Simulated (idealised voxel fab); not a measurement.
process module | voxel self aligned contacts
cross-section cut | 170 nm wide | cells 5 nm
A cross-section is a grid of square cells, given in bands from the top down. A band is one or more rows of cells.
Each band's line starts with the height of the band's top and of its bottom, in nm. Then come its materials from left to right, each with its width in nm. One material with "throughout" fills the band from edge to edge. "air" is empty space.
Height 0 is the level under which the wafer as received is all one material. The lowest band goes on downwards, as in "0 down".
A width such as "30 to 40" changes by the same amount from each row of cells to the next, from the band's top row to its bottom row.
"no change" after a step means that no cell of the cross-section changed.
closed voids: empty space of 8 cells or more with no open way to the top, each as width x height at its distance from the left edge, in nm
after a step's settings: what the simulator itself notes on the step
overlay nm, on a step with a mask: how far to the right of its planned place the mask lay; to the left if negative
plan
1 op RECEIVE | material Si
2 op CONFORMAL_DEP | material SiO2 | thk nm 5
3 op DIRECTIONAL_DEP | material polySi | thk nm 30
4 op DIRECTIONAL_DEP | material SiN | thk nm 20
5 op DIRECTIONAL_DEP | material aC | thk nm 10
6 op PATTERN | tone cover | mask id GATE | material resist | width nm 30 | pitch nm 60 | thk nm 25 | overlay nm 0
7 op DIRECTIONAL_ETCH | etch materials aC | depth nm 10
8 op STRIP | etch materials resist
9 op DIRECTIONAL_ETCH | etch materials SiN | depth nm 20
10 op DIRECTIONAL_ETCH | etch materials polySi | depth nm 30
11 op STRIP | etch materials aC
12 op CONFORMAL_DEP | material SiN | thk nm 5
13 op DIRECTIONAL_ETCH | etch materials SiN | depth nm 5
14 op FILL_DEP | material SiO2 | thk nm 10
15 op CMP | height nm 60
16 op PATTERN | tone open | mask id CONTACT | material resist | width nm 40 | thk nm 15 | overlay nm 0
17 op DIRECTIONAL_ETCH | etch materials SiO2 | depth nm 60
18 op STRIP | etch materials resist
19 op CONFORMAL_DEP | material TiN | thk nm 5
20 op FILL_DEP | material W | thk nm 5
21 op CMP | height nm 60
22 op CONFORMAL_DEP | material SiN | thk nm 5
varied across the wafers: thk nm of step 22. The plan shows the first wafer's value. All wafers start alike
first wafer as received, after step 1
  0 down: Si throughout
  closed voids: none
first wafer at the end, after step 22
  65 to 60: SiN throughout
  60 to 55: SiO2 65 | TiN 15 | W 10 | TiN 15 | SiO2 65
  55 to 35: SiO2 35 | SiN 40 | TiN 5 | W 10 | TiN 5 | SiN 40 | SiO2 35
  35 to 5: SiO2 35 | SiN 5 | polySi 30 | SiN 5 | TiN 5 | W 10 | TiN 5 | SiN 5 | polySi 30 | SiN 5 | SiO2 35
  5 to 0: SiO2 75 | TiN 20 | SiO2 75
  0 down: Si throughout
  closed voids: none
last wafer at the end
  80 to 60: SiN throughout
  60 to 55: SiO2 65 | TiN 15 | W 10 | TiN 15 | SiO2 65
  55 to 35: SiO2 35 | SiN 40 | TiN 5 | W 10 | TiN 5 | SiN 40 | SiO2 35
  35 to 5: SiO2 35 | SiN 5 | polySi 30 | SiN 5 | TiN 5 | W 10 | TiN 5 | SiN 5 | polySi 30 | SiN 5 | SiO2 35
  5 to 0: SiO2 75 | TiN 20 | SiO2 75
  0 down: Si throughout
  closed voids: none
each wafer at the end: cells of each material gained (+) or lost (-) since it was received, then its closed voids
thk nm 5 | +122 SiN | +196 SiO2 | +30 TiN | +22 W | +72 polySi | closed voids: none
thk nm 10 | +156 SiN | +196 SiO2 | +30 TiN | +22 W | +72 polySi | closed voids: none
thk nm 15 | +190 SiN | +196 SiO2 | +30 TiN | +22 W | +72 polySi | closed voids: none
thk nm 20 | +224 SiN | +196 SiO2 | +30 TiN | +22 W | +72 polySi | closed voids: none
